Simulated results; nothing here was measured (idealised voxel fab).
Title: Process Module voxel self aligned contacts
The cross-section shown here is cut; it is 250 nm wide and divided into square cells measuring 5 nm on a side.
Heads up, the way a cross-section reads in here is a grid of square cells, handed over as bands from the top down, with every band being one or more rows of cells. This entry defines a band. It first specifies the height of the band's top and the height of its bottom in nm, and then specifies the band's materials from left to right, stating each material with its width in nm. The word "all across" identifies a single material that fills the band from edge to edge, while the word "blank" identifies empty space. A quick word on heights: they are counted from 0, and under that level the wafer as it came to us is one material throughout. The lowest band is different from the rest in having no bottom; it simply continues downward, written as in "0 and below". With a width like "30..40", each row of cells in the band differs from the next by the same amount, the top row carrying the first number and the bottom row the second. Take "remained unchanged" at face value: in the step it is given for, the cross-section changed in none of its cells. Any empty space of 8 cells or more lacking an open way to the top shows up in "Enclosed void inventory" as width x height at distance, distance from the left edge, in nm. Step line, after settings: the simulator's comment on this step. On any step carrying a mask, the "overlay nm" setting, if present on the step's line, tells how far right of its planned place the mask lay; negative values point to the left.
# Intended process steps
1 RECEIVE with material Si
2 OXIDIZE with depth nm 5
3 DIRECTIONAL_DEP with material polySi, thk nm 30
4 DIRECTIONAL_DEP with material SiN, thk nm 20
5 PATTERN with tone cover, mask id GATE, material resist, width nm 25, pitch nm 60, thk nm 15, overlay nm 0
6 DIRECTIONAL_ETCH with etch materials SiN, depth nm 20
7 DIRECTIONAL_ETCH with etch materials polySi, depth nm 30
8 STRIP with etch materials resist
9 CONFORMAL_DEP with material SiN, thk nm 10
10 DIRECTIONAL_ETCH with etch materials SiN, depth nm 10
11 FILL_DEP with material SiO2, thk nm 10
12 CMP with height nm 55
13 DIRECTIONAL_DEP with material aC, thk nm 15
14 PATTERN with tone open, mask id CONTACT, material resist, width nm 45, thk nm 35, overlay nm 0
15 DIRECTIONAL_ETCH with etch materials aC, depth nm 15
16 STRIP with etch materials resist
17 DIRECTIONAL_ETCH with etch materials SiO2, depth nm 60
18 STRIP with etch materials aC
19 CONFORMAL_DEP with material TiN, thk nm 5
20 FILL_DEP with material W, thk nm 10
21 CMP with height nm 55
22 CONFORMAL_DEP with material SiCN, thk nm 5
# Cross-section: wafer on arrival = after step 1
* 0 and below | Si all across
* Enclosed void inventory: none
# Cross-sectional image of the first of two wafers at the end of the module, the run having proceeded as planned
* 60 down to 55 | SiCN all across
* 55 down to 50 | SiO2=100  TiN=20  W=5  TiN=20  SiO2=105
* 50 down to 30 | SiO2=70  SiN=45  TiN=5  W=5  TiN=5  SiN=45  SiO2=75
* 30 down to 0 | SiO2=70  SiN=10  polySi=25  SiN=10  TiN=5  W=5  TiN=5  SiN=10  polySi=25  SiN=10  SiO2=75
* 0 down to -5 | SiO2=115  TiN=15  SiO2=120
* -5 and below | Si all across
* Enclosed void inventory: none
# Now the second wafer, cross-sectioned at the end of the module. Nothing different at the start, nothing different in the plan compared with the first, just one mistake when it was actually run
* 60 down to 55 | SiCN all across
* 55 down to 40 | SiO2=70  SiN=45  TiN=5  W=5  TiN=5  SiN=45  SiO2=75
* 40 down to 35 | SiO2=70  SiN=45  TiN=15  SiN=45  SiO2=75
* 35 down to 30 | SiN all across
* 30 down to 0 | polySi all across
* 0 down to -5 | SiO2 all across
* -5 and below | Si all across
* Enclosed void inventory: none
Which mistake was made when the wafer was run? step 4 went in with a setting other than planned; the actual run was DIRECTIONAL_DEP with material SiN, thk nm 25
Final tally in cells, some materials are higher or lower on the second wafer than on the first: +2 SiN | -212 SiO2 | -22 TiN | -8 W | +240 polySi
